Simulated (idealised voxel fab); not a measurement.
Process module in this document: voxel capacitor over wiring
This is section cut - it's 230 nm across, gridded in 5 nm square cells.
For the purposes of this document, a cross-section shall be understood as a grid of square cells, specified as bands listed in top-to-bottom order, each band consisting of one or more rows of cells.
Per band: top height and bottom height in nm, followed by the left-to-right materials and their widths in nm; "all across" marks a single material spanning edge to edge, "air" marks empty space.
Convention: height 0 is the level below which the wafer, as received, is all one material. The lowest band does not terminate at the bottom but continues downward, represented as "top 0, no bottom".
Note: "30..40" means the width goes from the first number (top row of the band) to the second number (bottom row) in equal steps per row of cells.
Take "no alteration" at face value: in the step it is given for, the cross-section changed in none of its cells.
Look at "Closed cavity list" for the closed voids: empty spaces with no open path to the top, sized 8 cells or up. Each is width x height at distance, distance from the left edge, all nm.
What comes after the settings on a step's line is commentary from the simulator itself on that step.
"overlay nm" denotes, for a step that has a mask, the displacement of the mask to the right of its planned place, with negative values corresponding to the left.
The following list gives the planned process steps:
- 1: RECEIVE,material Si
- 2: CONFORMAL_DEP,material SiO2,thk nm 15
- 3: DIRECTIONAL_DEP,material TiN,thk nm 5
- 4: DIRECTIONAL_DEP,material Ru,thk nm 20
- 5: PATTERN,tone cover,mask id METAL_1,material resist,width nm 30,pitch nm 80,thk nm 20,overlay nm 0
- 6: DIRECTIONAL_ETCH,etch materials Ru,depth nm 20
- 7: DIRECTIONAL_ETCH,etch materials TiN,depth nm 5
- 8: STRIP,etch materials resist
- 9: CONFORMAL_DEP,material SiN,thk nm 5
- 10: FILL_DEP,material lowk,thk nm 10
- 11: CMP,height nm 40
- 12: CONFORMAL_DEP,material SiCN,thk nm 5
- 13: DIRECTIONAL_DEP,material lowk,thk nm 15
- 14: MASKED_ETCH,tone open,mask id PLUG_1,width nm 15,etch materials lowk,depth nm 15,overlay nm 0
- 15: MASKED_ETCH,tone open,mask id PLUG_1,width nm 15,etch materials SiCN,depth nm 5,overlay nm 0
- 16: CONFORMAL_DEP,material TiN,thk nm 5
- 17: FILL_DEP,material W,thk nm 5
- 18: CMP,height nm 60
- 19: DIRECTIONAL_DEP,material TiN,thk nm 5
- 20: DIRECTIONAL_DEP,material HfO2,thk nm 5
- 21: DIRECTIONAL_DEP,material TiN,thk nm 5
- 22: PATTERN,tone cover,mask id UPPER_PLATE,material resist,width nm 55,thk nm 20,overlay nm 0
- 23: DIRECTIONAL_ETCH,etch materials TiN,depth nm 5
- 24: DIRECTIONAL_ETCH,etch materials HfO2,depth nm 5
- 25: STRIP,etch materials resist
- 26: DIRECTIONAL_DEP,material aC,thk nm 15
- 27: PATTERN,tone cover,mask id LOWER_PLATE,material resist,width nm 65,thk nm 30,overlay nm 0
- 28: DIRECTIONAL_ETCH,etch materials aC,depth nm 15
- 29: STRIP,etch materials resist
- 30: DIRECTIONAL_ETCH,etch materials TiN,depth nm 5
- 31: STRIP,etch materials aC
- 32: FILL_DEP,material SiO2,thk nm 15
- 33: CMP,height nm 85
- 34: DIRECTIONAL_DEP,material aC,thk nm 10
- 35: PATTERN,tone open,mask id PLUG_2,material resist,width nm 15,thk nm 30,overlay nm 0
- 36: DIRECTIONAL_ETCH,etch materials aC,depth nm 10
- 37: STRIP,etch materials resist
- 38: DIRECTIONAL_ETCH,etch materials SiO2,depth nm 10
- 39: STRIP,etch materials aC
- 40: CONFORMAL_DEP,material TiN,thk nm 5
- 41: FILL_DEP,material W,thk nm 10
- 42: CMP,height nm 85
- 43: CONFORMAL_DEP,material SiCN,thk nm 5
First of two wafers - as planned:
Cross-section of the wafer upon arrival, representing the state reached after step 1:
    top 0, no bottom  Si all across
    Closed cavity list: none
After step 2: wafer cross-section:
    top 15, bottom 0  SiO2 all across
    Below 0 it's all the same as before, nothing changed down there.
After step 3: wafer cross-section:
    top 20, bottom 15  TiN all across
    Below 15 it's all the same as before, nothing changed down there.
After step 4: wafer cross-section:
    top 40, bottom 20  Ru all across
    Below 20 it's all the same as before, nothing changed down there.
After step 5: wafer cross-section:
    top 60, bottom 40  air (60), then resist (30), then air (50), then resist (30), then air (60)
    Below 40 it's all the same as before, nothing changed down there.
After step 6: wafer cross-section:
    top 60, bottom 40  air (60), then resist (30), then air (50), then resist (30), then air (60)
    top 40, bottom 20  air (60), then Ru (30), then air (50), then Ru (30), then air (60)
    Below 20 it's all the same as before, nothing changed down there.
After step 7: wafer cross-section:
    top 60, bottom 40  air (60), then resist (30), then air (50), then resist (30), then air (60)
    top 40, bottom 20  air (60), then Ru (30), then air (50), then Ru (30), then air (60)
    top 20, bottom 15  air (60), then TiN (30), then air (50), then TiN (30), then air (60)
    Below 15 it's all the same as before, nothing changed down there.
After step 8: wafer cross-section:
    top 40, bottom 20  air (60), then Ru (30), then air (50), then Ru (30), then air (60)
    Below 20 it's all the same as before, nothing changed down there.
After step 9: wafer cross-section:
    top 45, bottom 40  air (55), then SiN (40), then air (40), then SiN (40), then air (55)
    top 40, bottom 20  air (55), then SiN (5), then Ru (30), then SiN (5), then air (40), then SiN (5), then Ru (30), then SiN (5), then air (55)
    top 20, bottom 15  SiN (60), then TiN (30), then SiN (50), then TiN (30), then SiN (60)
    Below 15 it's all the same as before, nothing changed down there.
After step 10: wafer cross-section:
    top 55, bottom 45  lowk all across
    top 45, bottom 40  lowk (55), then SiN (40), then lowk (40), then SiN (40), then lowk (55)
    top 40, bottom 20  lowk (55), then SiN (5), then Ru (30), then SiN (5), then lowk (40), then SiN (5), then Ru (30), then SiN (5), then lowk (55)
    Below 20 it's all the same as before, nothing changed down there.
After step 11: wafer cross-section:
    top 40, bottom 20  lowk (55), then SiN (5), then Ru (30), then SiN (5), then lowk (40), then SiN (5), then Ru (30), then SiN (5), then lowk (55)
    Below 20 it's all the same as before, nothing changed down there.
After step 12: wafer cross-section:
    top 45, bottom 40  SiCN all across
    Below 40 it's all the same as before, nothing changed down there.
After step 13: wafer cross-section:
    top 60, bottom 45  lowk all across
    Below 45 it's all the same as before, nothing changed down there.
After step 14: wafer cross-section:
    top 60, bottom 45  lowk (75), then air (15), then lowk (140)
    Below 45 it's all the same as before, nothing changed down there.
After step 15: wafer cross-section:
    top 60, bottom 45  lowk (75), then air (15), then lowk (140)
    top 45, bottom 40  SiCN (75), then air (15), then SiCN (140)
    Below 40 it's all the same as before, nothing changed down there.
After step 16: wafer cross-section:
    top 65, bottom 60  TiN (80), then air (5), then TiN (145)
    top 60, bottom 45  lowk (75), then TiN (5), then air (5), then TiN (5), then lowk (140)
    top 45, bottom 40  SiCN (75), then TiN (15), then SiCN (140)
    Below 40 it's all the same as before, nothing changed down there.
After step 17: wafer cross-section:
    top 70, bottom 65  W all across
    top 65, bottom 60  TiN (80), then W (5), then TiN (145)
    top 60, bottom 45  lowk (75), then TiN (5), then W (5), then TiN (5), then lowk (140)
    Below 45 it's all the same as before, nothing changed down there.
After step 18: wafer cross-section:
    top 60, bottom 45  lowk (75), then TiN (5), then W (5), then TiN (5), then lowk (140)
    Below 45 it's all the same as before, nothing changed down there.
After step 19: wafer cross-section:
    top 65, bottom 60  TiN all across
    Below 60 it's all the same as before, nothing changed down there.
After step 20: wafer cross-section:
    top 70, bottom 65  HfO2 all across
    Below 65 it's all the same as before, nothing changed down there.
After step 21: wafer cross-section:
    top 75, bottom 70  TiN all across
    Below 70 it's all the same as before, nothing changed down there.
After step 22: wafer cross-section:
    top 95, bottom 75  air (75), then resist (55), then air (100)
    Below 75 it's all the same as before, nothing changed down there.
After step 23: wafer cross-section:
    top 95, bottom 75  air (75), then resist (55), then air (100)
    top 75, bottom 70  air (75), then TiN (55), then air (100)
    Below 70 it's all the same as before, nothing changed down there.
After step 24: wafer cross-section:
    top 95, bottom 75  air (75), then resist (55), then air (100)
    top 75, bottom 70  air (75), then TiN (55), then air (100)
    top 70, bottom 65  air (75), then HfO2 (55), then air (100)
    Below 65 it's all the same as before, nothing changed down there.
After step 25: wafer cross-section:
    top 75, bottom 70  air (75), then TiN (55), then air (100)
    Below 70 it's all the same as before, nothing changed down there.
After step 26: wafer cross-section:
    top 90, bottom 80  air (75), then aC (55), then air (100)
    top 80, bottom 75  aC all across
    top 75, bottom 70  aC (75), then TiN (55), then aC (100)
    top 70, bottom 65  aC (75), then HfO2 (55), then aC (100)
    Below 65 it's all the same as before, nothing changed down there.
After step 27: wafer cross-section:
    top 120, bottom 90  air (70), then resist (65), then air (95)
    top 90, bottom 80  air (70), then resist (5), then aC (55), then resist (5), then air (95)
    Below 80 it's all the same as before, nothing changed down there.
After step 28: wafer cross-section:
    top 105, bottom 90  air (70), then resist (65), then air (95)
    top 90, bottom 80  air (70), then resist (5), then aC (55), then resist (5), then air (95)
    top 80, bottom 75  air (70), then aC (65), then air (95)
    top 75, bottom 70  air (70), then aC (5), then TiN (55), then aC (5), then air (95)
    top 70, bottom 65  air (70), then aC (5), then HfO2 (55), then aC (5), then air (95)
    Below 65 it's all the same as before, nothing changed down there.
After step 29: wafer cross-section:
    top 90, bottom 80  air (75), then aC (55), then air (100)
    Below 80 it's all the same as before, nothing changed down there.
After step 30: wafer cross-section:
    top 90, bottom 80  air (75), then aC (55), then air (100)
    top 80, bottom 75  air (70), then aC (65), then air (95)
    top 75, bottom 70  air (70), then aC (5), then TiN (55), then aC (5), then air (95)
    top 70, bottom 65  air (70), then aC (5), then HfO2 (55), then aC (5), then air (95)
    top 65, bottom 60  air (70), then TiN (65), then air (95)
    Below 60 it's all the same as before, nothing changed down there.
After step 31: wafer cross-section:
    top 75, bottom 70  air (75), then TiN (55), then air (100)
    top 70, bottom 65  air (75), then HfO2 (55), then air (100)
    Below 65 it's all the same as before, nothing changed down there.
After step 32: wafer cross-section:
    top 90, bottom 75  SiO2 all across
    top 75, bottom 70  SiO2 (75), then TiN (55), then SiO2 (100)
    top 70, bottom 65  SiO2 (75), then HfO2 (55), then SiO2 (100)
    top 65, bottom 60  SiO2 (70), then TiN (65), then SiO2 (95)
    Below 60 it's all the same as before, nothing changed down there.
After step 33: wafer cross-section:
    top 85, bottom 75  SiO2 all across
    Below 75 it's all the same as before, nothing changed down there.
After step 34: wafer cross-section:
    top 95, bottom 85  aC all across
    Below 85 it's all the same as before, nothing changed down there.
After step 35: wafer cross-section:
    top 125, bottom 95  resist (85), then air (15), then resist (130)
    Below 95 it's all the same as before, nothing changed down there.
After step 36: wafer cross-section:
    top 115, bottom 95  resist (85), then air (15), then resist (130)
    top 95, bottom 85  aC (85), then air (15), then aC (130)
    Below 85 it's all the same as before, nothing changed down there.
After step 37: wafer cross-section:
    top 95, bottom 85  aC (85), then air (15), then aC (130)
    Below 85 it's all the same as before, nothing changed down there.
After step 38: wafer cross-section:
    top 95, bottom 85  aC (85), then air (15), then aC (130)
    top 85, bottom 75  SiO2 (85), then air (15), then SiO2 (130)
    Below 75 it's all the same as before, nothing changed down there.
After step 39: wafer cross-section:
    top 85, bottom 75  SiO2 (85), then air (15), then SiO2 (130)
    Below 75 it's all the same as before, nothing changed down there.
After step 40: wafer cross-section:
    top 90, bottom 85  TiN (90), then air (5), then TiN (135)
    top 85, bottom 80  SiO2 (85), then TiN (5), then air (5), then TiN (5), then SiO2 (130)
    top 80, bottom 70  SiO2 (85..75), then TiN (15..55), then SiO2 (130..100)
    Below 70 it's all the same as before, nothing changed down there.
After step 41: wafer cross-section:
    top 100, bottom 90  W all across
    top 90, bottom 85  TiN (90), then W (5), then TiN (135)
    top 85, bottom 80  SiO2 (85), then TiN (5), then W (5), then TiN (5), then SiO2 (130)
    Below 80 it's all the same as before, nothing changed down there.
After step 42: wafer cross-section:
    top 85, bottom 80  SiO2 (85), then TiN (5), then W (5), then TiN (5), then SiO2 (130)
    Below 80 it's all the same as before, nothing changed down there.
After step 43: wafer cross-section:
    top 90, bottom 85  SiCN all across
    Below 85 it's all the same as before, nothing changed down there.
Wafer two. Same start, same plan, one slip in execution. Same as wafer one through step 9, inclusive:
Second wafer, sectioned view, at step 10's planned end time:
    top 55, bottom 45  Ru all across
    top 45, bottom 40  Ru (55), then SiN (40), then Ru (40), then SiN (40), then Ru (55)
    top 40, bottom 20  Ru (55), then SiN (5), then Ru (30), then SiN (5), then Ru (40), then SiN (5), then Ru (30), then SiN (5), then Ru (55)
    Below 20 it's all the same as before, nothing changed down there.
Second wafer, sectioned view, at step 11's planned end time:
    top 40, bottom 20  Ru (55), then SiN (5), then Ru (30), then SiN (5), then Ru (40), then SiN (5), then Ru (30), then SiN (5), then Ru (55)
    Below 20 it's all the same as before, nothing changed down there.
Second wafer, sectioned view, at step 12's planned end time:
    top 45, bottom 40  SiCN all across
    Below 40 it's all the same as before, nothing changed down there.
Second wafer, sectioned view, at step 13's planned end time:
    top 60, bottom 45  lowk all across
    Below 45 it's all the same as before, nothing changed down there.
Second wafer, sectioned view, at step 14's planned end time:
    top 60, bottom 45  lowk (75), then air (15), then lowk (140)
    Below 45 it's all the same as before, nothing changed down there.
Second wafer, sectioned view, at step 15's planned end time:
    top 60, bottom 45  lowk (75), then air (15), then lowk (140)
    top 45, bottom 40  SiCN (75), then air (15), then SiCN (140)
    Below 40 it's all the same as before, nothing changed down there.
Second wafer, sectioned view, at step 16's planned end time:
    top 65, bottom 60  TiN (80), then air (5), then TiN (145)
    top 60, bottom 45  lowk (75), then TiN (5), then air (5), then TiN (5), then lowk (140)
    top 45, bottom 40  SiCN (75), then TiN (15), then SiCN (140)
    Below 40 it's all the same as before, nothing changed down there.
Second wafer, sectioned view, at step 17's planned end time:
    top 70, bottom 65  W all across
    top 65, bottom 60  TiN (80), then W (5), then TiN (145)
    top 60, bottom 45  lowk (75), then TiN (5), then W (5), then TiN (5), then lowk (140)
    Below 45 it's all the same as before, nothing changed down there.
Second wafer, sectioned view, at step 18's planned end time:
    top 60, bottom 45  lowk (75), then TiN (5), then W (5), then TiN (5), then lowk (140)
    Below 45 it's all the same as before, nothing changed down there.
Second wafer, sectioned view, at step 19's planned end time:
    top 65, bottom 60  TiN all across
    Below 60 it's all the same as before, nothing changed down there.
Second wafer, sectioned view, at step 20's planned end time:
    top 70, bottom 65  HfO2 all across
    Below 65 it's all the same as before, nothing changed down there.
Second wafer, sectioned view, at step 21's planned end time:
    top 75, bottom 70  TiN all across
    Below 70 it's all the same as before, nothing changed down there.
Second wafer, sectioned view, at step 22's planned end time:
    top 95, bottom 75  air (75), then resist (55), then air (100)
    Below 75 it's all the same as before, nothing changed down there.
Second wafer, sectioned view, at step 23's planned end time:
    top 95, bottom 75  air (75), then resist (55), then air (100)
    top 75, bottom 70  air (75), then TiN (55), then air (100)
    Below 70 it's all the same as before, nothing changed down there.
Second wafer, sectioned view, at step 24's planned end time:
    top 95, bottom 75  air (75), then resist (55), then air (100)
    top 75, bottom 70  air (75), then TiN (55), then air (100)
    top 70, bottom 65  air (75), then HfO2 (55), then air (100)
    Below 65 it's all the same as before, nothing changed down there.
Second wafer, sectioned view, at step 25's planned end time:
    top 75, bottom 70  air (75), then TiN (55), then air (100)
    Below 70 it's all the same as before, nothing changed down there.
Second wafer, sectioned view, at step 26's planned end time:
    top 90, bottom 80  air (75), then aC (55), then air (100)
    top 80, bottom 75  aC all across
    top 75, bottom 70  aC (75), then TiN (55), then aC (100)
    top 70, bottom 65  aC (75), then HfO2 (55), then aC (100)
    Below 65 it's all the same as before, nothing changed down there.
Second wafer, sectioned view, at step 27's planned end time:
    top 120, bottom 90  air (70), then resist (65), then air (95)
    top 90, bottom 80  air (70), then resist (5), then aC (55), then resist (5), then air (95)
    Below 80 it's all the same as before, nothing changed down there.
Second wafer, sectioned view, at step 28's planned end time:
    top 105, bottom 90  air (70), then resist (65), then air (95)
    top 90, bottom 80  air (70), then resist (5), then aC (55), then resist (5), then air (95)
    top 80, bottom 75  air (70), then aC (65), then air (95)
    top 75, bottom 70  air (70), then aC (5), then TiN (55), then aC (5), then air (95)
    top 70, bottom 65  air (70), then aC (5), then HfO2 (55), then aC (5), then air (95)
    Below 65 it's all the same as before, nothing changed down there.
Second wafer, sectioned view, at step 29's planned end time:
    top 90, bottom 80  air (75), then aC (55), then air (100)
    Below 80 it's all the same as before, nothing changed down there.
Second wafer, sectioned view, at step 30's planned end time:
    top 90, bottom 80  air (75), then aC (55), then air (100)
    top 80, bottom 75  air (70), then aC (65), then air (95)
    top 75, bottom 70  air (70), then aC (5), then TiN (55), then aC (5), then air (95)
    top 70, bottom 65  air (70), then aC (5), then HfO2 (55), then aC (5), then air (95)
    top 65, bottom 60  air (70), then TiN (65), then air (95)
    Below 60 it's all the same as before, nothing changed down there.
Second wafer, sectioned view, at step 31's planned end time:
    top 75, bottom 70  air (75), then TiN (55), then air (100)
    top 70, bottom 65  air (75), then HfO2 (55), then air (100)
    Below 65 it's all the same as before, nothing changed down there.
Second wafer, sectioned view, at step 32's planned end time:
    top 90, bottom 75  SiO2 all across
    top 75, bottom 70  SiO2 (75), then TiN (55), then SiO2 (100)
    top 70, bottom 65  SiO2 (75), then HfO2 (55), then SiO2 (100)
    top 65, bottom 60  SiO2 (70), then TiN (65), then SiO2 (95)
    Below 60 it's all the same as before, nothing changed down there.
Second wafer, sectioned view, at step 33's planned end time:
    top 85, bottom 75  SiO2 all across
    Below 75 it's all the same as before, nothing changed down there.
Second wafer, sectioned view, at step 34's planned end time:
    top 95, bottom 85  aC all across
    Below 85 it's all the same as before, nothing changed down there.
Second wafer, sectioned view, at step 35's planned end time:
    top 125, bottom 95  resist (85), then air (15), then resist (130)
    Below 95 it's all the same as before, nothing changed down there.
Second wafer, sectioned view, at step 36's planned end time:
    top 115, bottom 95  resist (85), then air (15), then resist (130)
    top 95, bottom 85  aC (85), then air (15), then aC (130)
    Below 85 it's all the same as before, nothing changed down there.
Second wafer, sectioned view, at step 37's planned end time:
    top 95, bottom 85  aC (85), then air (15), then aC (130)
    Below 85 it's all the same as before, nothing changed down there.
Second wafer, sectioned view, at step 38's planned end time:
    top 95, bottom 85  aC (85), then air (15), then aC (130)
    top 85, bottom 75  SiO2 (85), then air (15), then SiO2 (130)
    Below 75 it's all the same as before, nothing changed down there.
Second wafer, sectioned view, at step 39's planned end time:
    top 85, bottom 75  SiO2 (85), then air (15), then SiO2 (130)
    Below 75 it's all the same as before, nothing changed down there.
Second wafer, sectioned view, at step 40's planned end time:
    top 90, bottom 85  TiN (90), then air (5), then TiN (135)
    top 85, bottom 80  SiO2 (85), then TiN (5), then air (5), then TiN (5), then SiO2 (130)
    top 80, bottom 70  SiO2 (85..75), then TiN (15..55), then SiO2 (130..100)
    Below 70 it's all the same as before, nothing changed down there.
Second wafer, sectioned view, at step 41's planned end time:
    top 100, bottom 90  W all across
    top 90, bottom 85  TiN (90), then W (5), then TiN (135)
    top 85, bottom 80  SiO2 (85), then TiN (5), then W (5), then TiN (5), then SiO2 (130)
    Below 80 it's all the same as before, nothing changed down there.
Second wafer, sectioned view, at step 42's planned end time:
    top 85, bottom 80  SiO2 (85), then TiN (5), then W (5), then TiN (5), then SiO2 (130)
    Below 80 it's all the same as before, nothing changed down there.
Second wafer, sectioned view, at step 43's planned end time:
    top 90, bottom 85  SiCN all across
    Below 85 it's all the same as before, nothing changed down there.
Here's what went sideways: step 10 off recipe, ran as FILL_DEP,material Ru,thk nm 10
Once processing is complete, comparing cell counts shows that the second wafer has more or fewer of certain materials than the first: Ru: 120 more | lowk: 120 fewer
